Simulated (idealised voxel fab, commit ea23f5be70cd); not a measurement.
The process module that follows is named voxel air gaps.
The width of the displayed cross-section, cut, is 200 nm; its cells are square, with a size of 5 nm.
Square cells in a grid make up a cross-section in this document, and the grid is given as bands, listed from the top down, each one or more rows of cells.
Each band's line starts with the height of the band's top and of its bottom, in nm. Then come its materials from left to right, each with its width in nm. One material with "full width" fills the band from edge to edge. "air" is empty space.
Below 0: as-received wafer, all one material; heights counted from there. Lowest band: no bottom, goes on down, written "0 and below".
Graded width ("30->40"): value in top row of band = first number; value in bottom row = second number; row-to-row change constant.
Where a step carries "nothing got changed", the cross-section came out of it unchanged, cell for cell.
"Enclosed void inventory" enumerates empty spaces isolated from the top, with no open way to it, that contain at least 8 cells, giving each as width x height at distance from the left edge, all three in nm.
Anything after a step's settings on that line? It's the simulator's own note about the step.
On any step carrying a mask, the "overlay nm" setting, if present on the step's line, tells how far right of its planned place the mask lay; negative values point to the left.

### The steps planned for the process are as follows
1) op RECEIVE | material Si
2) op CONFORMAL_DEP | material SiO2 | thk nm 15
3) op CONFORMAL_DEP | material SiN | thk nm 5
4) op DIRECTIONAL_DEP | material SiO2 | thk nm 35
5) op DIRECTIONAL_DEP | material aC | thk nm 15
6) op PATTERN | tone open | mask id LINES | material resist | width nm 15 | pitch nm 40 | thk nm 35 | overlay nm 0
7) op DIRECTIONAL_ETCH | etch materials aC | depth nm 15
8) op STRIP | etch materials resist
9) op DIRECTIONAL_ETCH | etch materials SiO2 | depth nm 35
10) op STRIP | etch materials aC
11) op CONFORMAL_DEP | material TiN | thk nm 5
12) op FILL_DEP | material W | thk nm 5
13) op CMP | height nm 55
14) op EPI | material Ru | thk nm 10
15) op SELECTIVE_ETCH | etch materials SiO2 | depth nm 45
16) op CONFORMAL_DEP | material SiCN | thk nm 5
Among the wafers covered here, the point of difference is the width nm at step 6; their starting state is shared, and the plan presents the value of the first wafer.

### The first of several wafers in cross-section, exactly as it reached us after step 1
- 0 and below: Si full width
- Enclosed void inventory: none

### First of several wafers in cross-section at module end, following the final step, step 16
- 70 down to 65: air=35, then SiCN=125, then air=40
- 65 down to 55: air=35, then SiCN=5, then Ru=35, then SiCN=5, then Ru=35, then SiCN=5, then Ru=35, then SiCN=5, then air=40
- 55 down to 50: air=35, then SiCN=15, then TiN=5, then W=5, then TiN=5, then SiCN=25, then TiN=5, then W=5, then TiN=5, then SiCN=25, then TiN=5, then W=5, then TiN=5, then SiCN=15, then air=40
- 50 down to 25: air=45, then SiCN=5, then TiN=5, then W=5, then TiN=5, then SiCN=5, then air=15, then SiCN=5, then TiN=5, then W=5, then TiN=5, then SiCN=5, then air=15, then SiCN=5, then TiN=5, then W=5, then TiN=5, then SiCN=5, then air=50
- 25 down to 20: SiCN=50, then TiN=15, then SiCN=25, then TiN=15, then SiCN=25, then TiN=15, then SiCN=55
- 20 down to 15: SiN full width
- 15 down to 0: SiO2 full width
- 0 and below: Si full width
- Enclosed void inventory: 15 x 25 at 70; 15 x 25 at 110

### Of the several wafers, the last: cross-section at the end of the module
- 70 down to 65: air=30, then SiCN=135, then air=35
- 65 down to 55: air=30, then SiCN=5, then Ru=125, then SiCN=5, then air=35
- 55 down to 50: air=30, then SiCN=15, then TiN=5, then W=15, then TiN=5, then SiO2=15, then TiN=5, then W=15, then TiN=5, then SiO2=15, then TiN=5, then W=15, then TiN=5, then SiCN=15, then air=35
- 50 down to 25: air=40, then SiCN=5, then TiN=5, then W=15, then TiN=5, then SiO2=15, then TiN=5, then W=15, then TiN=5, then SiO2=15, then TiN=5, then W=15, then TiN=5, then SiCN=5, then air=45
- 25 down to 20: SiCN=45, then TiN=25, then SiO2=15, then TiN=25, then SiO2=15, then TiN=25, then SiCN=50
- 20 down to 15: SiN full width
- 15 down to 0: SiO2 full width
- 0 and below: Si full width
- Enclosed void inventory: none

### Per-wafer rows below. For each material: cells gained (+) or lost (-) since the wafer was received, as of end of module. Then: closed voids
width nm 15; +42 Ru; +110 SiCN; +40 SiN; +120 SiO2; +45 TiN; +18 W; Enclosed void inventory: 15 x 25 at 70; 15 x 25 at 110
width nm 20; +48 Ru; +66 SiCN; +40 SiN; +176 SiO2; +48 TiN; +36 W; Enclosed void inventory: none
width nm 25; +50 Ru; +66 SiCN; +40 SiN; +162 SiO2; +51 TiN; +54 W; Enclosed void inventory: none
